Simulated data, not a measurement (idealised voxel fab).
process module | voxel gate over fins
cross-section cut | 175 nm wide | cells 5 nm
A cross-section is a grid of square cells, given in bands from the top down. A band is one or more rows of cells.
Each band's line starts with the height of the band's top and of its bottom, in nm. Then come its materials from left to right, each with its width in nm. One material with "throughout" fills the band from edge to edge. "air" is empty space.
Height 0 is the level under which the wafer as received is all one material. The lowest band goes on downwards, as in "0 down".
A width such as "30 to 40" changes by the same amount from each row of cells to the next, from the band's top row to its bottom row.
"no change" after a step means that no cell of the cross-section changed.
closed voids: empty space of 8 cells or more with no open way to the top, each as width x height at its distance from the left edge, in nm
after a step's settings: what the simulator itself notes on the step
overlay nm, on a step with a mask: how far to the right of its planned place the mask lay; to the left if negative
Each pair below shows a cross-section before one step and the cross-section after it, down to the lowest band that changed. The line under each pair gives the step between them, with its settings. The pairs can come from different runs of this module on the same starting wafer, so a pair continues from the pair above only where its "before" says so.
before
  0 down: Si throughout
  closed voids: none
after
  10 to 0: SiN throughout
  below 0: unchanged
  closed voids: none
the step between: op CONFORMAL_DEP | material SiN | thk nm 10
before: the cross-section after the pair above
after
  10 to 0: air 25 | SiN 15 | air 20 | SiN 15 | air 20 | SiN 15 | air 20 | SiN 15 | air 30
  below 0: unchanged
  closed voids: none
the step between: op MASKED_ETCH | tone cover | mask id FINS | width nm 15 | pitch nm 35 | etch materials SiN | depth nm 10 | overlay nm 0
before: the cross-section after the pair above
after
  10 to 0: air 25 | SiN 15 | air 20 | SiN 15 | air 20 | SiN 15 | air 20 | SiN 15 | air 30
  0 to -35: air 25 | Si 15 | air 20 | Si 15 | air 20 | Si 15 | air 20 | Si 15 | air 30
  below -35: unchanged
  closed voids: none
the step between: op MASKED_ETCH | tone cover | mask id FINS | width nm 15 | pitch nm 35 | etch materials Si | depth nm 35 | overlay nm 0
before: the cross-section after the pair above
after
  10 to 0: air 25 | SiN 15 | air 20 | SiN 15 | air 20 | SiN 15 | air 20 | SiN 15 | air 30
  0 to -35: air 25 | SiO2 5 | Si 5 | SiO2 5 | air 20 | SiO2 5 | Si 5 | SiO2 5 | air 20 | SiO2 5 | Si 5 | SiO2 5 | air 20 | SiO2 5 | Si 5 | SiO2 5 | air 30
  -35 to -40: SiO2 30 | Si 5 | SiO2 30 | Si 5 | SiO2 30 | Si 5 | SiO2 30 | Si 5 | SiO2 35
  below -40: unchanged
  closed voids: none
the step between: op OXIDIZE | depth nm 5
before: the cross-section after the pair above
after
  25 to 10: SiO2 throughout
  10 to 0: SiO2 25 | SiN 15 | SiO2 20 | SiN 15 | SiO2 20 | SiN 15 | SiO2 20 | SiN 15 | SiO2 30
  0 to -40: SiO2 30 | Si 5 | SiO2 30 | Si 5 | SiO2 30 | Si 5 | SiO2 30 | Si 5 | SiO2 35
  below -40: unchanged
  closed voids: none
the step between: op FILL_DEP | material SiO2 | thk nm 15
before: the cross-section after the pair above
after
  10 to 0: SiO2 25 | SiN 15 | SiO2 20 | SiN 15 | SiO2 20 | SiN 15 | SiO2 20 | SiN 15 | SiO2 30
  below 0: unchanged
  closed voids: none
the step between: op CMP | height nm 10
before: the cross-section after the pair above
after
  10 to 0: air 25 | SiN 15 | air 20 | SiN 15 | air 20 | SiN 15 | air 20 | SiN 15 | air 30
  0 to -10: air 30 | Si 5 | air 30 | Si 5 | air 30 | Si 5 | air 30 | Si 5 | air 35
  below -10: unchanged
  closed voids: none
the step between: op SELECTIVE_ETCH | etch materials SiO2 | depth nm 20
before: the cross-section after the pair above
after
  0 to -10: air 30 | Si 5 | air 30 | Si 5 | air 30 | Si 5 | air 30 | Si 5 | air 35
  below -10: unchanged
  closed voids: none
the step between: op STRIP | etch materials SiN
before: the cross-section after the pair above
after
  5 to 0: air 25 | HfO2 15 | air 20 | HfO2 15 | air 20 | HfO2 15 | air 20 | HfO2 15 | air 30
  0 to -5: air 25 | HfO2 5 | Si 5 | HfO2 5 | air 20 | HfO2 5 | Si 5 | HfO2 5 | air 20 | HfO2 5 | Si 5 | HfO2 5 | air 20 | HfO2 5 | Si 5 | HfO2 5 | air 30
  -5 to -10: HfO2 30 | Si 5 | HfO2 30 | Si 5 | HfO2 30 | Si 5 | HfO2 30 | Si 5 | HfO2 35
  below -10: unchanged
  closed voids: none
the step between: op CONFORMAL_DEP | material HfO2 | thk nm 5
before: the cross-section after the pair above
after
  10 to 5: air 20 | TiN 25 | air 10 | TiN 25 | air 10 | TiN 25 | air 10 | TiN 25 | air 25
  5 to 0: air 20 | TiN 5 | HfO2 15 | TiN 5 | air 10 | TiN 5 | HfO2 15 | TiN 5 | air 10 | TiN 5 | HfO2 15 | TiN 5 | air 10 | TiN 5 | HfO2 15 | TiN 5 | air 25
  0 to -5: TiN 25 | HfO2 5 | Si 5 | HfO2 5 | TiN 20 | HfO2 5 | Si 5 | HfO2 5 | TiN 20 | HfO2 5 | Si 5 | HfO2 5 | TiN 20 | HfO2 5 | Si 5 | HfO2 5 | TiN 30
  below -5: unchanged
  closed voids: none
the step between: op CONFORMAL_DEP | material TiN | thk nm 5
before: the cross-section after the pair above
after
  20 to 10: W throughout
  10 to 5: W 20 | TiN 25 | W 10 | TiN 25 | W 10 | TiN 25 | W 10 | TiN 25 | W 25
  5 to 0: W 20 | TiN 5 | HfO2 15 | TiN 5 | W 10 | TiN 5 | HfO2 15 | TiN 5 | W 10 | TiN 5 | HfO2 15 | TiN 5 | W 10 | TiN 5 | HfO2 15 | TiN 5 | W 25
  below 0: unchanged
  closed voids: none
the step between: op FILL_DEP | material W | thk nm 10
before: the cross-section after the pair above
after
  15 to 10: W throughout
  below 10: unchanged
  closed voids: none
the step between: op CMP | height nm 15
before: the cross-section after the pair above
after
  25 to 15: SiN throughout
  below 15: unchanged
  closed voids: none
the step between: op CONFORMAL_DEP | material SiN | thk nm 10
before
  0 down: Si throughout
  closed voids: none
after
  0 to -35: air 25 | Si 15 | air 20 | Si 15 | air 20 | Si 15 | air 20 | Si 15 | air 30
  below -35: unchanged
  closed voids: none
the step between: op MASKED_ETCH | tone cover | mask id FINS | width nm 15 | pitch nm 35 | etch materials Si | depth nm 35 | overlay nm 0
before: the cross-section after the pair above
after
  0 to -5: air 25 | SiO2 15 | air 20 | SiO2 15 | air 20 | SiO2 15 | air 20 | SiO2 15 | air 30
  -5 to -35: air 25 | SiO2 5 | Si 5 | SiO2 5 | air 20 | SiO2 5 | Si 5 | SiO2 5 | air 20 | SiO2 5 | Si 5 | SiO2 5 | air 20 | SiO2 5 | Si 5 | SiO2 5 | air 30
  -35 to -40: SiO2 30 | Si 5 | SiO2 30 | Si 5 | SiO2 30 | Si 5 | SiO2 30 | Si 5 | SiO2 35
  below -40: unchanged
  closed voids: none
the step between: op OXIDIZE | depth nm 5
before: the cross-section after the pair above
after
  15 to -5: SiO2 throughout
  -5 to -40: SiO2 30 | Si 5 | SiO2 30 | Si 5 | SiO2 30 | Si 5 | SiO2 30 | Si 5 | SiO2 35
  below -40: unchanged
  closed voids: none
the step between: op FILL_DEP | material SiO2 | thk nm 15
before: the cross-section after the pair above
after
  10 to -5: SiO2 throughout
  below -5: unchanged
  closed voids: none
the step between: op CMP | height nm 10
before: the cross-section after the pair above
after
  -5 to -10: air 30 | Si 5 | air 30 | Si 5 | air 30 | Si 5 | air 30 | Si 5 | air 35
  below -10: unchanged
  closed voids: none
the step between: op SELECTIVE_ETCH | etch materials SiO2 | depth nm 20
before: the cross-section after the pair above
after
  0 to -5: air 25 | HfO2 15 | air 20 | HfO2 15 | air 20 | HfO2 15 | air 20 | HfO2 15 | air 30
  -5 to -10: HfO2 30 | Si 5 | HfO2 30 | Si 5 | HfO2 30 | Si 5 | HfO2 30 | Si 5 | HfO2 35
  below -10: unchanged
  closed voids: none
the step between: op CONFORMAL_DEP | material HfO2 | thk nm 5
before: the cross-section after the pair above
after
  5 to 0: air 20 | TiN 25 | air 10 | TiN 25 | air 10 | TiN 25 | air 10 | TiN 25 | air 25
  0 to -5: TiN 25 | HfO2 15 | TiN 20 | HfO2 15 | TiN 20 | HfO2 15 | TiN 20 | HfO2 15 | TiN 30
  below -5: unchanged
  closed voids: none
the step between: op CONFORMAL_DEP | material TiN | thk nm 5
before: the cross-section after the pair above
after
  15 to 5: W throughout
  5 to 0: W 20 | TiN 25 | W 10 | TiN 25 | W 10 | TiN 25 | W 10 | TiN 25 | W 25
  below 0: unchanged
  closed voids: none
the step between: op FILL_DEP | material W | thk nm 10
before: the cross-section after the pair above
after
  25 to 15: SiN throughout
  below 15: unchanged
  closed voids: none
the step between: op CONFORMAL_DEP | material SiN | thk nm 10
before
  10 to 0: air 25 | SiN 15 | air 20 | SiN 15 | air 20 | SiN 15 | air 20 | SiN 15 | air 30
  0 to -10: air 30 | Si 5 | air 30 | Si 5 | air 30 | Si 5 | air 30 | Si 5 | air 35
  -10 to -40: SiO2 30 | Si 5 | SiO2 30 | Si 5 | SiO2 30 | Si 5 | SiO2 30 | Si 5 | SiO2 35
  -40 down: Si throughout
  closed voids: none
after
  10 to 0: air 25 | SiN 15 | air 20 | SiN 15 | air 20 | SiN 15 | air 20 | SiN 15 | air 30
  0 to -30: air 30 | Si 5 | air 30 | Si 5 | air 30 | Si 5 | air 30 | Si 5 | air 35
  below -30: unchanged
  closed voids: none
the step between: op SELECTIVE_ETCH | etch materials SiO2 | depth nm 20
before: the cross-section after the pair above
after
  0 to -30: air 30 | Si 5 | air 30 | Si 5 | air 30 | Si 5 | air 30 | Si 5 | air 35
  below -30: unchanged
  closed voids: none
the step between: op STRIP | etch materials SiN
before: the cross-section after the pair above
after
  5 to 0: air 25 | HfO2 15 | air 20 | HfO2 15 | air 20 | HfO2 15 | air 20 | HfO2 15 | air 30
  0 to -25: air 25 | HfO2 5 | Si 5 | HfO2 5 | air 20 | HfO2 5 | Si 5 | HfO2 5 | air 20 | HfO2 5 | Si 5 | HfO2 5 | air 20 | HfO2 5 | Si 5 | HfO2 5 | air 30
  -25 to -30: HfO2 30 | Si 5 | HfO2 30 | Si 5 | HfO2 30 | Si 5 | HfO2 30 | Si 5 | HfO2 35
  below -30: unchanged
  closed voids: none
the step between: op CONFORMAL_DEP | material HfO2 | thk nm 5
before: the cross-section after the pair above
after
  10 to 5: air 20 | TiN 25 | air 10 | TiN 25 | air 10 | TiN 25 | air 10 | TiN 25 | air 25
  5 to 0: air 20 | TiN 5 | HfO2 15 | TiN 5 | air 10 | TiN 5 | HfO2 15 | TiN 5 | air 10 | TiN 5 | HfO2 15 | TiN 5 | air 10 | TiN 5 | HfO2 15 | TiN 5 | air 25
  0 to -20: air 20 | TiN 5 | HfO2 5 | Si 5 | HfO2 5 | TiN 5 | air 10 | TiN 5 | HfO2 5 | Si 5 | HfO2 5 | TiN 5 | air 10 | TiN 5 | HfO2 5 | Si 5 | HfO2 5 | TiN 5 | air 10 | TiN 5 | HfO2 5 | Si 5 | HfO2 5 | TiN 5 | air 25
  -20 to -25: TiN 25 | HfO2 5 | Si 5 | HfO2 5 | TiN 20 | HfO2 5 | Si 5 | HfO2 5 | TiN 20 | HfO2 5 | Si 5 | HfO2 5 | TiN 20 | HfO2 5 | Si 5 | HfO2 5 | TiN 30
  below -25: unchanged
  closed voids: none
the step between: op CONFORMAL_DEP | material TiN | thk nm 5
before: the cross-section after the pair above
after
  20 to 10: W throughout
  10 to 5: W 20 | TiN 25 | W 10 | TiN 25 | W 10 | TiN 25 | W 10 | TiN 25 | W 25
  5 to 0: W 20 | TiN 5 | HfO2 15 | TiN 5 | W 10 | TiN 5 | HfO2 15 | TiN 5 | W 10 | TiN 5 | HfO2 15 | TiN 5 | W 10 | TiN 5 | HfO2 15 | TiN 5 | W 25
  0 to -20: W 20 | TiN 5 | HfO2 5 | Si 5 | HfO2 5 | TiN 5 | W 10 | TiN 5 | HfO2 5 | Si 5 | HfO2 5 | TiN 5 | W 10 | TiN 5 | HfO2 5 | Si 5 | HfO2 5 | TiN 5 | W 10 | TiN 5 | HfO2 5 | Si 5 | HfO2 5 | TiN 5 | W 25
  below -20: unchanged
  closed voids: none
the step between: op FILL_DEP | material W | thk nm 10
before: the cross-section after the pair above
after
  15 to 10: W throughout
  below 10: unchanged
  closed voids: none
the step between: op CMP | height nm 15
before: the cross-section after the pair above
after
  25 to 15: SiN throughout
  below 15: unchanged
  closed voids: none
the step between: op CONFORMAL_DEP | material SiN | thk nm 10
before
  10 to 0: SiO2 25 | SiN 15 | SiO2 20 | SiN 15 | SiO2 20 | SiN 15 | SiO2 20 | SiN 15 | SiO2 30
  0 to -40: SiO2 30 | Si 5 | SiO2 30 | Si 5 | SiO2 30 | Si 5 | SiO2 30 | Si 5 | SiO2 35
  -40 down: Si throughout
  closed voids: none
after
  10 to 0: SiO2 25 | air 15 | SiO2 20 | air 15 | SiO2 20 | air 15 | SiO2 20 | air 15 | SiO2 30
  below 0: unchanged
  closed voids: none
the step between: op STRIP | etch materials SiN
before: the cross-section after the pair above
after
  0 to -10: air 30 | Si 5 | air 30 | Si 5 | air 30 | Si 5 | air 30 | Si 5 | air 35
  -10 to -20: SiO2 5 | air 25 | Si 5 | air 30 | Si 5 | air 30 | Si 5 | air 30 | Si 5 | air 25 | SiO2 10
  below -20: unchanged
  closed voids: none
the step between: op SELECTIVE_ETCH | etch materials SiO2 | depth nm 20
before: the cross-section after the pair above
after
  5 to 0: air 25 | HfO2 15 | air 20 | HfO2 15 | air 20 | HfO2 15 | air 20 | HfO2 15 | air 30
  0 to -5: air 25 | HfO2 5 | Si 5 | HfO2 5 | air 20 | HfO2 5 | Si 5 | HfO2 5 | air 20 | HfO2 5 | Si 5 | HfO2 5 | air 20 | HfO2 5 | Si 5 | HfO2 5 | air 30
  -5 to -10: HfO2 10 | air 15 | HfO2 5 | Si 5 | HfO2 5 | air 20 | HfO2 5 | Si 5 | HfO2 5 | air 20 | HfO2 5 | Si 5 | HfO2 5 | air 20 | HfO2 5 | Si 5 | HfO2 5 | air 15 | HfO2 15
  -10 to -15: SiO2 5 | HfO2 5 | air 15 | HfO2 5 | Si 5 | HfO2 5 | air 20 | HfO2 5 | Si 5 | HfO2 5 | air 20 | HfO2 5 | Si 5 | HfO2 5 | air 20 | HfO2 5 | Si 5 | HfO2 5 | air 15 | HfO2 5 | SiO2 10
  -15 to -20: SiO2 5 | HfO2 25 | Si 5 | HfO2 30 | Si 5 | HfO2 30 | Si 5 | HfO2 30 | Si 5 | HfO2 25 | SiO2 10
  below -20: unchanged
  closed voids: none
the step between: op CONFORMAL_DEP | material HfO2 | thk nm 5
before: the cross-section after the pair above
after
  10 to 5: air 20 | TiN 25 | air 10 | TiN 25 | air 10 | TiN 25 | air 10 | TiN 25 | air 25
  5 to 0: air 20 | TiN 5 | HfO2 15 | TiN 5 | air 10 | TiN 5 | HfO2 15 | TiN 5 | air 10 | TiN 5 | HfO2 15 | TiN 5 | air 10 | TiN 5 | HfO2 15 | TiN 5 | air 25
  0 to -5: TiN 15 | air 5 | TiN 5 | HfO2 5 | Si 5 | HfO2 5 | TiN 5 | air 10 | TiN 5 | HfO2 5 | Si 5 | HfO2 5 | TiN 5 | air 10 | TiN 5 | HfO2 5 | Si 5 | HfO2 5 | TiN 5 | air 10 | TiN 5 | HfO2 5 | Si 5 | HfO2 5 | TiN 5 | air 5 | TiN 20
  -5 to -10: HfO2 10 | TiN 5 | air 5 | TiN 5 | HfO2 5 | Si 5 | HfO2 5 | TiN 5 | air 10 | TiN 5 | HfO2 5 | Si 5 | HfO2 5 | TiN 5 | air 10 | TiN 5 | HfO2 5 | Si 5 | HfO2 5 | TiN 5 | air 10 | TiN 5 | HfO2 5 | Si 5 | HfO2 5 | TiN 5 | air 5 | TiN 5 | HfO2 15
  -10 to -15: SiO2 5 | HfO2 5 | TiN 15 | HfO2 5 | Si 5 | HfO2 5 | TiN 20 | HfO2 5 | Si 5 | HfO2 5 | TiN 20 | HfO2 5 | Si 5 | HfO2 5 | TiN 20 | HfO2 5 | Si 5 | HfO2 5 | TiN 15 | HfO2 5 | SiO2 10
  below -15: unchanged
  closed voids: none
the step between: op CONFORMAL_DEP | material TiN | thk nm 5
before: the cross-section after the pair above
after
  20 to 10: W throughout
  10 to 5: W 20 | TiN 25 | W 10 | TiN 25 | W 10 | TiN 25 | W 10 | TiN 25 | W 25
  5 to 0: W 20 | TiN 5 | HfO2 15 | TiN 5 | W 10 | TiN 5 | HfO2 15 | TiN 5 | W 10 | TiN 5 | HfO2 15 | TiN 5 | W 10 | TiN 5 | HfO2 15 | TiN 5 | W 25
  0 to -5: TiN 15 | W 5 | TiN 5 | HfO2 5 | Si 5 | HfO2 5 | TiN 5 | W 10 | TiN 5 | HfO2 5 | Si 5 | HfO2 5 | TiN 5 | W 10 | TiN 5 | HfO2 5 | Si 5 | HfO2 5 | TiN 5 | W 10 | TiN 5 | HfO2 5 | Si 5 | HfO2 5 | TiN 5 | W 5 | TiN 20
  -5 to -10: HfO2 10 | TiN 5 | W 5 | TiN 5 | HfO2 5 | Si 5 | HfO2 5 | TiN 5 | W 10 | TiN 5 | HfO2 5 | Si 5 | HfO2 5 | TiN 5 | W 10 | TiN 5 | HfO2 5 | Si 5 | HfO2 5 | TiN 5 | W 10 | TiN 5 | HfO2 5 | Si 5 | HfO2 5 | TiN 5 | W 5 | TiN 5 | HfO2 15
  below -10: unchanged
  closed voids: none
the step between: op FILL_DEP | material W | thk nm 10
before: the cross-section after the pair above
after
  15 to 10: W throughout
  below 10: unchanged
  closed voids: none
the step between: op CMP | height nm 15
before: the cross-section after the pair above
after
  25 to 15: SiN throughout
  below 15: unchanged
  closed voids: none
the step between: op CONFORMAL_DEP | material SiN | thk nm 10
before
  10 to 0: air 25 | SiN 15 | air 20 | SiN 15 | air 20 | SiN 15 | air 20 | SiN 15 | air 30
  0 down: Si throughout
  closed voids: none
after
  10 to 0: air 25 | SiN 15 | air 20 | SiN 15 | air 20 | SiN 15 | air 20 | SiN 15 | air 30
  0 to -45: air 25 | Si 15 | air 20 | Si 15 | air 20 | Si 15 | air 20 | Si 15 | air 30
  below -45: unchanged
  closed voids: none
the step between: op MASKED_ETCH | tone cover | mask id FINS | width nm 15 | pitch nm 35 | etch materials Si | depth nm 45 | overlay nm 0
before: the cross-section after the pair above
after
  10 to 0: air 25 | SiN 15 | air 20 | SiN 15 | air 20 | SiN 15 | air 20 | SiN 15 | air 30
  0 to -45: air 25 | SiO2 5 | Si 5 | SiO2 5 | air 20 | SiO2 5 | Si 5 | SiO2 5 | air 20 | SiO2 5 | Si 5 | SiO2 5 | air 20 | SiO2 5 | Si 5 | SiO2 5 | air 30
  -45 to -50: SiO2 30 | Si 5 | SiO2 30 | Si 5 | SiO2 30 | Si 5 | SiO2 30 | Si 5 | SiO2 35
  below -50: unchanged
  closed voids: none
the step between: op OXIDIZE | depth nm 5
before: the cross-section after the pair above
after
  25 to 10: SiO2 throughout
  10 to 0: SiO2 25 | SiN 15 | SiO2 20 | SiN 15 | SiO2 20 | SiN 15 | SiO2 20 | SiN 15 | SiO2 30
  0 to -50: SiO2 30 | Si 5 | SiO2 30 | Si 5 | SiO2 30 | Si 5 | SiO2 30 | Si 5 | SiO2 35
  below -50: unchanged
  closed voids: none
the step between: op FILL_DEP | material SiO2 | thk nm 15
before: the cross-section after the pair above
after
  10 to 0: SiO2 25 | SiN 15 | SiO2 20 | SiN 15 | SiO2 20 | SiN 15 | SiO2 20 | SiN 15 | SiO2 30
  below 0: unchanged
  closed voids: none
the step between: op CMP | height nm 10
before: the cross-section after the pair above
after
  10 to 0: air 25 | SiN 15 | air 20 | SiN 15 | air 20 | SiN 15 | air 20 | SiN 15 | air 30
  0 to -10: air 30 | Si 5 | air 30 | Si 5 | air 30 | Si 5 | air 30 | Si 5 | air 35
  below -10: unchanged
  closed voids: none
the step between: op SELECTIVE_ETCH | etch materials SiO2 | depth nm 20
before: the cross-section after the pair above
after
  0 to -10: air 30 | Si 5 | air 30 | Si 5 | air 30 | Si 5 | air 30 | Si 5 | air 35
  below -10: unchanged
  closed voids: none
the step between: op STRIP | etch materials SiN
before: the cross-section after the pair above
after
  5 to 0: air 25 | HfO2 15 | air 20 | HfO2 15 | air 20 | HfO2 15 | air 20 | HfO2 15 | air 30
  0 to -5: air 25 | HfO2 5 | Si 5 | HfO2 5 | air 20 | HfO2 5 | Si 5 | HfO2 5 | air 20 | HfO2 5 | Si 5 | HfO2 5 | air 20 | HfO2 5 | Si 5 | HfO2 5 | air 30
  -5 to -10: HfO2 30 | Si 5 | HfO2 30 | Si 5 | HfO2 30 | Si 5 | HfO2 30 | Si 5 | HfO2 35
  below -10: unchanged
  closed voids: none
the step between: op CONFORMAL_DEP | material HfO2 | thk nm 5
before: the cross-section after the pair above
after
  10 to 5: air 20 | TiN 25 | air 10 | TiN 25 | air 10 | TiN 25 | air 10 | TiN 25 | air 25
  5 to 0: air 20 | TiN 5 | HfO2 15 | TiN 5 | air 10 | TiN 5 | HfO2 15 | TiN 5 | air 10 | TiN 5 | HfO2 15 | TiN 5 | air 10 | TiN 5 | HfO2 15 | TiN 5 | air 25
  0 to -5: TiN 25 | HfO2 5 | Si 5 | HfO2 5 | TiN 20 | HfO2 5 | Si 5 | HfO2 5 | TiN 20 | HfO2 5 | Si 5 | HfO2 5 | TiN 20 | HfO2 5 | Si 5 | HfO2 5 | TiN 30
  below -5: unchanged
  closed voids: none
the step between: op CONFORMAL_DEP | material TiN | thk nm 5
before: the cross-section after the pair above
after
  20 to 10: W throughout
  10 to 5: W 20 | TiN 25 | W 10 | TiN 25 | W 10 | TiN 25 | W 10 | TiN 25 | W 25
  5 to 0: W 20 | TiN 5 | HfO2 15 | TiN 5 | W 10 | TiN 5 | HfO2 15 | TiN 5 | W 10 | TiN 5 | HfO2 15 | TiN 5 | W 10 | TiN 5 | HfO2 15 | TiN 5 | W 25
  below 0: unchanged
  closed voids: none
the step between: op FILL_DEP | material W | thk nm 10
before: the cross-section after the pair above
after
  15 to 10: W throughout
  below 10: unchanged
  closed voids: none
the step between: op CMP | height nm 15
before: the cross-section after the pair above
after
  25 to 15: SiN throughout
  below 15: unchanged
  closed voids: none
the step between: op CONFORMAL_DEP | material SiN | thk nm 10
before
  10 to 0: SiN throughout
  0 down: Si throughout
  closed voids: none
after
  10 to 0: air 25 | SiN 20 | air 15 | SiN 20 | air 15 | SiN 20 | air 15 | SiN 20 | air 25
  below 0: unchanged
  closed voids: none
the step between: op MASKED_ETCH | tone cover | mask id FINS | width nm 20 | pitch nm 35 | etch materials SiN | depth nm 10 | overlay nm 0
before: the cross-section after the pair above
after
  10 to 0: air 25 | SiN 20 | air 15 | SiN 20 | air 15 | SiN 20 | air 15 | SiN 20 | air 25
  0 to -35: air 25 | Si 20 | air 15 | Si 20 | air 15 | Si 20 | air 15 | Si 20 | air 25
  below -35: unchanged
  closed voids: none
the step between: op MASKED_ETCH | tone cover | mask id FINS | width nm 15 | pitch nm 35 | etch materials Si | depth nm 35 | overlay nm 0
before: the cross-section after the pair above
after
  10 to 0: air 25 | SiN 20 | air 15 | SiN 20 | air 15 | SiN 20 | air 15 | SiN 20 | air 25
  0 to -35: air 25 | SiO2 5 | Si 10 | SiO2 5 | air 15 | SiO2 5 | Si 10 | SiO2 5 | air 15 | SiO2 5 | Si 10 | SiO2 5 | air 15 | SiO2 5 | Si 10 | SiO2 5 | air 25
  -35 to -40: SiO2 30 | Si 10 | SiO2 25 | Si 10 | SiO2 25 | Si 10 | SiO2 25 | Si 10 | SiO2 30
  below -40: unchanged
  closed voids: none
the step between: op OXIDIZE | depth nm 5
before: the cross-section after the pair above
after
  25 to 10: SiO2 throughout
  10 to 0: SiO2 25 | SiN 20 | SiO2 15 | SiN 20 | SiO2 15 | SiN 20 | SiO2 15 | SiN 20 | SiO2 25
  0 to -40: SiO2 30 | Si 10 | SiO2 25 | Si 10 | SiO2 25 | Si 10 | SiO2 25 | Si 10 | SiO2 30
  below -40: unchanged
  closed voids: none
the step between: op FILL_DEP | material SiO2 | thk nm 15
before: the cross-section after the pair above
after
  10 to 0: SiO2 25 | SiN 20 | SiO2 15 | SiN 20 | SiO2 15 | SiN 20 | SiO2 15 | SiN 20 | SiO2 25
  below 0: unchanged
  closed voids: none
the step between: op CMP | height nm 10
before: the cross-section after the pair above
after
  10 to 0: air 25 | SiN 20 | air 15 | SiN 20 | air 15 | SiN 20 | air 15 | SiN 20 | air 25
  0 to -10: air 30 | Si 10 | air 25 | Si 10 | air 25 | Si 10 | air 25 | Si 10 | air 30
  below -10: unchanged
  closed voids: none
the step between: op SELECTIVE_ETCH | etch materials SiO2 | depth nm 20
before: the cross-section after the pair above
after
  0 to -10: air 30 | Si 10 | air 25 | Si 10 | air 25 | Si 10 | air 25 | Si 10 | air 30
  below -10: unchanged
  closed voids: none
the step between: op STRIP | etch materials SiN
before: the cross-section after the pair above
after
  5 to 0: air 25 | HfO2 20 | air 15 | HfO2 20 | air 15 | HfO2 20 | air 15 | HfO2 20 | air 25
  0 to -5: air 25 | HfO2 5 | Si 10 | HfO2 5 | air 15 | HfO2 5 | Si 10 | HfO2 5 | air 15 | HfO2 5 | Si 10 | HfO2 5 | air 15 | HfO2 5 | Si 10 | HfO2 5 | air 25
  -5 to -10: HfO2 30 | Si 10 | HfO2 25 | Si 10 | HfO2 25 | Si 10 | HfO2 25 | Si 10 | HfO2 30
  below -10: unchanged
  closed voids: none
the step between: op CONFORMAL_DEP | material HfO2 | thk nm 5
before: the cross-section after the pair above
after
  10 to 5: air 20 | TiN 30 | air 5 | TiN 30 | air 5 | TiN 30 | air 5 | TiN 30 | air 20
  5 to 0: air 20 | TiN 5 | HfO2 20 | TiN 5 | air 5 | TiN 5 | HfO2 20 | TiN 5 | air 5 | TiN 5 | HfO2 20 | TiN 5 | air 5 | TiN 5 | HfO2 20 | TiN 5 | air 20
  0 to -5: TiN 25 | HfO2 5 | Si 10 | HfO2 5 | TiN 15 | HfO2 5 | Si 10 | HfO2 5 | TiN 15 | HfO2 5 | Si 10 | HfO2 5 | TiN 15 | HfO2 5 | Si 10 | HfO2 5 | TiN 25
  below -5: unchanged
  closed voids: none
the step between: op CONFORMAL_DEP | material TiN | thk nm 5
before: the cross-section after the pair above
after
  20 to 10: W throughout
  10 to 5: W 20 | TiN 30 | W 5 | TiN 30 | W 5 | TiN 30 | W 5 | TiN 30 | W 20
  5 to 0: W 20 | TiN 5 | HfO2 20 | TiN 5 | W 5 | TiN 5 | HfO2 20 | TiN 5 | W 5 | TiN 5 | HfO2 20 | TiN 5 | W 5 | TiN 5 | HfO2 20 | TiN 5 | W 20
  below 0: unchanged
  closed voids: none
the step between: op FILL_DEP | material W | thk nm 10
before: the cross-section after the pair above
after
  15 to 10: W throughout
  below 10: unchanged
  closed voids: none
the step between: op CMP | height nm 15
before: the cross-section after the pair above
after
  25 to 15: SiN throughout
  below 15: unchanged
  closed voids: none
the step between: op CONFORMAL_DEP | material SiN | thk nm 10
before
  10 to 0: SiN throughout
  0 down: Si throughout
  closed voids: none
after
  10 to 0: air 15 | SiN 15 | air 20 | SiN 15 | air 20 | SiN 15 | air 20 | SiN 15 | air 40
  below 0: unchanged
  closed voids: none
the step between: op MASKED_ETCH | tone cover | mask id FINS | width nm 15 | pitch nm 35 | etch materials SiN | depth nm 10 | overlay nm -10
before: the cross-section after the pair above
after
  10 to 0: air 15 | SiN 15 | air 20 | SiN 15 | air 20 | SiN 15 | air 20 | SiN 15 | air 40
  0 to -35: air 15 | Si 25 | air 10 | Si 25 | air 10 | Si 25 | air 10 | Si 25 | air 30
  below -35: unchanged
  closed voids: none
the step between: op MASKED_ETCH | tone cover | mask id FINS | width nm 15 | pitch nm 35 | etch materials Si | depth nm 35 | overlay nm 0
before: the cross-section after the pair above
after
  10 to 0: air 15 | SiN 15 | air 20 | SiN 15 | air 20 | SiN 15 | air 20 | SiN 15 | air 40
  0 to -5: air 15 | SiO2 5 | Si 5 | SiO2 15 | air 10 | SiO2 5 | Si 5 | SiO2 15 | air 10 | SiO2 5 | Si 5 | SiO2 15 | air 10 | SiO2 5 | Si 5 | SiO2 15 | air 30
  -5 to -35: air 15 | SiO2 5 | Si 15 | SiO2 5 | air 10 | SiO2 5 | Si 15 | SiO2 5 | air 10 | SiO2 5 | Si 15 | SiO2 5 | air 10 | SiO2 5 | Si 15 | SiO2 5 | air 30
  -35 to -40: SiO2 20 | Si 15 | SiO2 20 | Si 15 | SiO2 20 | Si 15 | SiO2 20 | Si 15 | SiO2 35
  below -40: unchanged
  closed voids: none
the step between: op OXIDIZE | depth nm 5
before: the cross-section after the pair above
after
  25 to 10: SiO2 throughout
  10 to 0: SiO2 15 | SiN 15 | SiO2 20 | SiN 15 | SiO2 20 | SiN 15 | SiO2 20 | SiN 15 | SiO2 40
  0 to -5: SiO2 20 | Si 5 | SiO2 30 | Si 5 | SiO2 30 | Si 5 | SiO2 30 | Si 5 | SiO2 45
  -5 to -40: SiO2 20 | Si 15 | SiO2 20 | Si 15 | SiO2 20 | Si 15 | SiO2 20 | Si 15 | SiO2 35
  below -40: unchanged
  closed voids: none
the step between: op FILL_DEP | material SiO2 | thk nm 15
before: the cross-section after the pair above
after
  10 to 0: SiO2 15 | SiN 15 | SiO2 20 | SiN 15 | SiO2 20 | SiN 15 | SiO2 20 | SiN 15 | SiO2 40
  below 0: unchanged
  closed voids: none
the step between: op CMP | height nm 10
before: the cross-section after the pair above
after
  10 to 0: air 15 | SiN 15 | air 20 | SiN 15 | air 20 | SiN 15 | air 20 | SiN 15 | air 40
  0 to -10: air 20 | Si 5 to 15 | air 30 to 20 | Si 5 to 15 | air 30 to 20 | Si 5 to 15 | air 30 to 20 | Si 5 to 15 | air 45 to 35
  below -10: unchanged
  closed voids: none
the step between: op SELECTIVE_ETCH | etch materials SiO2 | depth nm 20
before: the cross-section after the pair above
after
  0 to -10: air 20 | Si 5 to 15 | air 30 to 20 | Si 5 to 15 | air 30 to 20 | Si 5 to 15 | air 30 to 20 | Si 5 to 15 | air 45 to 35
  below -10: unchanged
  closed voids: none
the step between: op STRIP | etch materials SiN
